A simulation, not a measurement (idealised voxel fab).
This is a process module. Its name is voxel gate over fins.
Shown is cross-section cut, with a width of 210 nm and square cells of size 5 nm.
The cross-sections in this document take the form of a grid made of square cells. They are written out as bands, in order from top to bottom. Each band consists of one or more rows of cells. Band: top height; bottom height; in nm. Then, left to right: material with width in nm, for each material. "throughout": a single material spanning edge to edge. "empty": empty space. The level at which height equals 0 is the one under which the wafer, as it arrives, is entirely one material. No lower edge exists for the bottom band, which continues downward and is notated as in "0 down". With a width like "30 to 40", each row of cells in the band differs from the next by the same amount, the top row carrying the first number and the bottom row the second. "nothing changed" (step): cross-section cells unchanged, all of them. Basically, "Enclosed void inventory" tells you about the enclosed voids: empty spaces with no open way to the top, 8 cells or bigger, each written width x height at distance, where distance is from the left edge, all in nm. Text after the settings on a step's line: the simulator's own remark on that step. "overlay nm" on a masked step: distance the mask lay right of its planned place, negative for left.

**Listed below are the process steps as planned**
1,RECEIVE, material Si
2,CONFORMAL_DEP, material SiN, thk nm 10
3,DIRECTIONAL_DEP, material aC, thk nm 15
4,PATTERN, tone cover, mask id FINS, material resist, width nm 15, pitch nm 45, thk nm 35, overlay nm 0
5,DIRECTIONAL_ETCH, etch materials aC, depth nm 15
6,STRIP, etch materials resist
7,DIRECTIONAL_ETCH, etch materials SiN, depth nm 10
8,DIRECTIONAL_ETCH, etch materials Si, depth nm 35
9,STRIP, etch materials aC
10,FILL_DEP, material SiO2, thk nm 15
11,CMP, height nm 10
12,SELECTIVE_ETCH, etch materials SiO2, depth nm 25
13,STRIP, etch materials SiN
14,CONFORMAL_DEP, material HfO2, thk nm 5
15,CONFORMAL_DEP, material TiN, thk nm 5
16,CONFORMAL_DEP, material TiAl, thk nm 5
17,CONFORMAL_DEP, material TiN, thk nm 5
18,FILL_DEP, material W, thk nm 10
19,CMP, height nm 25
20,CONFORMAL_DEP, material SiCN, thk nm 5

**Incoming wafer, cross-sectional view, post step 1**
* 0 down = Si throughout
* Enclosed void inventory: none

**One mistake in running the module, otherwise start and plan as above: cross-section at the end**
* 30 to 25 = SiCN throughout
* 25 to 20 = W throughout
* 20 to 15 = W (25), TiN (155), W (30)
* 15 to 10 = W (25), TiN (5), TiAl (145), TiN (5), W (30)
* 10 to 5 = W (25), TiN (5), TiAl (5), TiN (135), TiAl (5), TiN (5), W (30)
* 5 to 0 = TiN (30), TiAl (5), TiN (5), HfO2 (35), TiN (10), HfO2 (35), TiN (10), HfO2 (35), TiN (5), TiAl (5), TiN (35)
* 0 to -5 = TiAl (35), TiN (5), HfO2 (5), Si (25), HfO2 (5), TiN (10), HfO2 (5), Si (25), HfO2 (5), TiN (10), HfO2 (5), Si (25), HfO2 (5), TiN (5), TiAl (40)
* -5 to -10 = TiN (40), HfO2 (5), Si (25), HfO2 (5), TiN (10), HfO2 (5), Si (25), HfO2 (5), TiN (10), HfO2 (5), Si (25), HfO2 (5), TiN (45)
* -10 to -15 = HfO2 (45), Si (25), HfO2 (20), Si (25), HfO2 (20), Si (25), HfO2 (50)
* -15 to -35 = SiO2 (45), Si (25), SiO2 (20), Si (25), SiO2 (20), Si (25), SiO2 (50)
* -35 down = Si throughout
* Enclosed void inventory: none
What broke from the plan during processing? in deviation from the planned setting, step 4 was conducted as PATTERN, tone cover, mask id FINS, material resist, width nm 25, pitch nm 45, thk nm 35, overlay nm 0
